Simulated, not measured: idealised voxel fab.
process module | voxel wiring stack
cross-section cut | 170 nm wide | cells 5 nm
A cross-section is a grid of square cells, given in bands from the top down. A band is one or more rows of cells.
Each band's line starts with the height of the band's top and of its bottom, in nm. Then come its materials from left to right, each with its width in nm. One material with "throughout" fills the band from edge to edge. "air" is empty space.
Height 0 is the level under which the wafer as received is all one material. The lowest band goes on downwards, as in "0 down".
A width such as "30 to 40" changes by the same amount from each row of cells to the next, from the band's top row to its bottom row.
"no change" after a step means that no cell of the cross-section changed.
closed voids: empty space of 8 cells or more with no open way to the top, each as width x height at its distance from the left edge, in nm
after a step's settings: what the simulator itself notes on the step
overlay nm, on a step with a mask: how far to the right of its planned place the mask lay; to the left if negative
plan
1 op RECEIVE | material Si
2 op CONFORMAL_DEP | material SiO2 | thk nm 15
3 op DIRECTIONAL_DEP | material TiN | thk nm 5
4 op DIRECTIONAL_DEP | material W | thk nm 20
5 op PATTERN | tone cover | mask id METAL_1 | material resist | width nm 20 | pitch nm 45 | thk nm 20 | overlay nm 0
6 op DIRECTIONAL_ETCH | etch materials W | depth nm 20
7 op DIRECTIONAL_ETCH | etch materials TiN | depth nm 5
8 op STRIP | etch materials resist
9 op CONFORMAL_DEP | material SiCN | thk nm 5
10 op FILL_DEP | material lowk | thk nm 10
11 op CMP | height nm 40
12 op CONFORMAL_DEP | material SiCN | thk nm 5
13 op DIRECTIONAL_DEP | material lowk | thk nm 10
14 op DIRECTIONAL_DEP | material aC | thk nm 10
15 op PATTERN | tone open | mask id PLUG_1 | material resist | width nm 15 | pitch nm 45 | thk nm 30 | overlay nm 0
16 op DIRECTIONAL_ETCH | etch materials aC | depth nm 10
17 op STRIP | etch materials resist
18 op DIRECTIONAL_ETCH | etch materials lowk | depth nm 10
19 op DIRECTIONAL_ETCH | etch materials SiCN | depth nm 5
20 op STRIP | etch materials aC
21 op EPI | material Ru | thk nm 10
22 op EPI | material Ru | thk nm 5
23 op CONFORMAL_DEP | material SiCN | thk nm 5
24 op DIRECTIONAL_DEP | material SiO2 | thk nm 25
25 op DIRECTIONAL_DEP | material aC | thk nm 15
26 op PATTERN | tone open | mask id METAL_2 | material resist | width nm 20 | pitch nm 45 | thk nm 30 | overlay nm 0
27 op DIRECTIONAL_ETCH | etch materials aC | depth nm 15
28 op STRIP | etch materials resist
29 op DIRECTIONAL_ETCH | etch materials SiO2 | depth nm 25
30 op DIRECTIONAL_ETCH | etch materials SiCN | depth nm 5
31 op STRIP | etch materials aC
32 op CONFORMAL_DEP | material TiN | thk nm 5
33 op FILL_DEP | material Cu | thk nm 10
34 op CMP | height nm 85
35 op CONFORMAL_DEP | material SiCN | thk nm 5
36 op DIRECTIONAL_DEP | material SiO2 | thk nm 30
37 op MASKED_ETCH | tone open | mask id METAL_3_HOLES | width nm 15 | pitch nm 45 | etch materials SiO2 | depth nm 30 | overlay nm 0
38 op MASKED_ETCH | tone open | mask id METAL_3 | width nm 20 | pitch nm 45 | etch materials SiO2 | depth nm 20 | overlay nm 0
39 op MASKED_ETCH | tone open | mask id METAL_3 | width nm 20 | pitch nm 45 | etch materials SiCN | depth nm 5 | overlay nm 0
40 op CONFORMAL_DEP | material TiN | thk nm 5
41 op FILL_DEP | material Ru | thk nm 5
42 op CMP | height nm 120
43 op CONFORMAL_DEP | material SiCN | thk nm 5
44 op DIRECTIONAL_DEP | material SiO2 | thk nm 30
45 op MASKED_ETCH | tone open | mask id METAL_4_HOLES | width nm 15 | pitch nm 90 | etch materials SiO2 | depth nm 30 | overlay nm 0
46 op MASKED_ETCH | tone open | mask id METAL_4 | width nm 20 | pitch nm 45 | etch materials SiO2 | depth nm 20 | overlay nm 0
47 op MASKED_ETCH | tone open | mask id METAL_4 | width nm 20 | pitch nm 45 | etch materials SiCN | depth nm 5 | overlay nm 0
48 op CONFORMAL_DEP | material TiN | thk nm 5
49 op FILL_DEP | material Ru | thk nm 5
50 op CMP | height nm 155
51 op CONFORMAL_DEP | material SiN | thk nm 5
as received, after step 1
  0 down: Si throughout
  closed voids: none
first wafer at the end, as planned
  160 to 155: SiN throughout
  155 to 140: SiO2 30 | TiN 5 | Ru 10 | TiN 5 | SiO2 25 | TiN 5 | Ru 10 | TiN 5 | SiO2 25 | TiN 5 | Ru 10 | TiN 5 | SiO2 30
  140 to 135: SiO2 30 | TiN 5 | Ru 5 | TiN 10 | SiO2 25 | TiN 20 | SiO2 25 | TiN 5 | Ru 5 | TiN 10 | SiO2 30
  135 to 125: SiO2 30 | TiN 5 | Ru 5 | TiN 5 | SiO2 75 | TiN 5 | Ru 5 | TiN 5 | SiO2 35
  125 to 120: SiCN 30 | TiN 15 | SiCN 75 | TiN 15 | SiCN 35
  120 to 105: SiO2 30 | TiN 5 | Ru 10 | TiN 5 | SiO2 25 | TiN 5 | Ru 10 | TiN 5 | SiO2 25 | TiN 5 | Ru 10 | TiN 5 | SiO2 30
  105 to 100: SiO2 30 | TiN 5 | Ru 5 | TiN 10 | SiO2 25 | TiN 5 | Ru 5 | TiN 10 | SiO2 25 | TiN 5 | Ru 5 | TiN 10 | SiO2 30
  100 to 90: SiO2 30 | TiN 5 | Ru 5 | TiN 5 | SiO2 30 | TiN 5 | Ru 5 | TiN 5 | SiO2 30 | TiN 5 | Ru 5 | TiN 5 | SiO2 35
  90 to 85: SiCN 30 | TiN 15 | SiCN 30 | TiN 15 | SiCN 30 | TiN 15 | SiCN 35
  85 to 60: SiO2 30 | TiN 5 | Cu 10 | TiN 5 | SiO2 25 | TiN 5 | Cu 10 | TiN 5 | SiO2 25 | TiN 5 | Cu 10 | TiN 5 | SiO2 30
  60 to 55: SiCN 30 | TiN 20 | SiCN 25 | TiN 20 | SiCN 25 | TiN 20 | SiCN 30
  55 to 45: lowk 30 | Ru 15 | lowk 30 | Ru 15 | lowk 30 | Ru 15 | lowk 35
  45 to 40: SiCN 30 | Ru 15 | SiCN 30 | Ru 15 | SiCN 30 | Ru 15 | SiCN 35
  40 to 20: lowk 25 | SiCN 5 | W 20 | SiCN 5 | lowk 15 | SiCN 5 | W 20 | SiCN 5 | lowk 15 | SiCN 5 | W 20 | SiCN 5 | lowk 25
  20 to 15: SiCN 30 | TiN 20 | SiCN 25 | TiN 20 | SiCN 25 | TiN 20 | SiCN 30
  15 to 0: SiO2 throughout
  0 down: Si throughout
  closed voids: none
second wafer at the end: like start, like plan, one mistake
  160 to 155: SiN throughout
  155 to 140: SiO2 30 | TiN 5 | SiCN 10 | TiN 5 | SiO2 25 | TiN 5 | SiCN 10 | TiN 5 | SiO2 25 | TiN 5 | SiCN 10 | TiN 5 | SiO2 30
  140 to 135: SiO2 30 | TiN 5 | SiCN 5 | TiN 10 | SiO2 25 | TiN 20 | SiO2 25 | TiN 5 | SiCN 5 | TiN 10 | SiO2 30
  135 to 125: SiO2 30 | TiN 5 | SiCN 5 | TiN 5 | SiO2 75 | TiN 5 | SiCN 5 | TiN 5 | SiO2 35
  125 to 120: SiCN 30 | TiN 15 | SiCN 75 | TiN 15 | SiCN 35
  120 to 105: SiO2 30 | TiN 5 | Ru 10 | TiN 5 | SiO2 25 | TiN 5 | Ru 10 | TiN 5 | SiO2 25 | TiN 5 | Ru 10 | TiN 5 | SiO2 30
  105 to 100: SiO2 30 | TiN 5 | Ru 5 | TiN 10 | SiO2 25 | TiN 5 | Ru 5 | TiN 10 | SiO2 25 | TiN 5 | Ru 5 | TiN 10 | SiO2 30
  100 to 90: SiO2 30 | TiN 5 | Ru 5 | TiN 5 | SiO2 30 | TiN 5 | Ru 5 | TiN 5 | SiO2 30 | TiN 5 | Ru 5 | TiN 5 | SiO2 35
  90 to 85: SiCN 30 | TiN 15 | SiCN 30 | TiN 15 | SiCN 30 | TiN 15 | SiCN 35
  85 to 60: SiO2 30 | TiN 5 | Cu 10 | TiN 5 | SiO2 25 | TiN 5 | Cu 10 | TiN 5 | SiO2 25 | TiN 5 | Cu 10 | TiN 5 | SiO2 30
  60 to 55: SiCN 30 | TiN 20 | SiCN 25 | TiN 20 | SiCN 25 | TiN 20 | SiCN 30
  55 to 45: lowk 30 | Ru 15 | lowk 30 | Ru 15 | lowk 30 | Ru 15 | lowk 35
  45 to 40: SiCN 30 | Ru 15 | SiCN 30 | Ru 15 | SiCN 30 | Ru 15 | SiCN 35
  40 to 20: lowk 25 | SiCN 5 | W 20 | SiCN 5 | lowk 15 | SiCN 5 | W 20 | SiCN 5 | lowk 15 | SiCN 5 | W 20 | SiCN 5 | lowk 25
  20 to 15: SiCN 30 | TiN 20 | SiCN 25 | TiN 20 | SiCN 25 | TiN 20 | SiCN 30
  15 to 0: SiO2 throughout
  0 down: Si throughout
  closed voids: none
what went wrong: step 49 ran as: op FILL_DEP | material SiCN | thk nm 5
at the end the second wafer has, in cells: 24 fewer of Ru | 24 more of SiCN
